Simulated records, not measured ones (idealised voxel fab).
The following is a process module called voxel ribs on slabs.
In the cross-section labelled cut, the width is 295 nm and each square cell is 5 nm.
This document writes a cross-section as a grid whose cells are square, and gives it as bands, listed from the top down; one or more rows of cells form a band.
In this notation a band is specified by the heights of its top and bottom, in that order and in nm, after which its materials appear from left to right, each paired with its width in nm. The word "all across" attached to a single material means that material fills the band from edge to edge; the word "blank" stands for empty space.
Measure heights from 0. That's the level where, below it, the as-received wafer is all one material. The lowest band is bottomless and extends downward; write it as in "0 and below".
The expression "30 to 40" gives the width at the extremes of the band, the first number at its top row of cells and the second at its bottom row, with the width changing by equal amounts from each row to the next in between.
Step marked "nothing was modified"? Then no cell in the cross-section changed in it.
Under "Tabulated closed voids" you'll find the enclosed gaps, the ones with no way out to the top, that are 8 cells or bigger; each reads width x height at distance, with distance counted from the left edge, everything in nm.
Whatever follows a step's settings on its line is a remark the simulator itself makes about that step.
When a step includes a mask, the "overlay nm" setting on its line states how far to the right of its planned place that mask lay, and negative values state how far to the left.
### The following list gives the planned process steps
1) op RECEIVE | material Si
2) op DIRECTIONAL_DEP | material SiO2 | thk nm 20
3) op DIRECTIONAL_DEP | material SiN | thk nm 15
4) op MASKED_ETCH | tone cover | mask id RIB | width nm 20 | etch materials SiN | depth nm 5 | overlay nm 0
5) op DIRECTIONAL_DEP | material aC | thk nm 15
6) op PATTERN | tone cover | mask id SLAB | material resist | width nm 50 | thk nm 30 | overlay nm 0
7) op DIRECTIONAL_ETCH | etch materials aC | depth nm 15
8) op STRIP | etch materials resist
9) op DIRECTIONAL_ETCH | etch materials SiN | depth nm 10
10) op STRIP | etch materials aC
11) op FILL_DEP | material SiO2 | thk nm 20
12) op CMP | height nm 45
13) op DIRECTIONAL_DEP | material TiN | thk nm 5
14) op PATTERN | tone cover | mask id HEATER | material resist | width nm 30 | thk nm 15 | overlay nm 0
15) op DIRECTIONAL_ETCH | etch materials TiN | depth nm 5
16) op STRIP | etch materials resist
17) op CONFORMAL_DEP | material SiO2 | thk nm 10
### Cross-section of the wafer upon arrival, representing the state reached after step 1
  0 and below: Si all across
  Tabulated closed voids: none
### Cross-sectional result after module completion. Note: starting condition and plan are unchanged from above; one processing mistake was made
  60 down to 55: 120 blank | 50 SiO2 | 125 blank
  55 down to 50: SiO2 all across
  50 down to 45: 130 SiO2 | 30 TiN | 135 SiO2
  45 down to 35: SiO2 all across
  35 down to 30: 130 SiO2 | 30 SiN | 135 SiO2
  30 down to 20: 120 SiO2 | 50 SiN | 125 SiO2
  20 down to 0: SiO2 all across
  0 and below: Si all across
  Tabulated closed voids: none
Heads up, the wafer didn't run the way we planned it: step 4 did not happen as planned, as run it was op MASKED_ETCH | tone cover | mask id RIB | width nm 30 | etch materials SiN | depth nm 5 | overlay nm 0
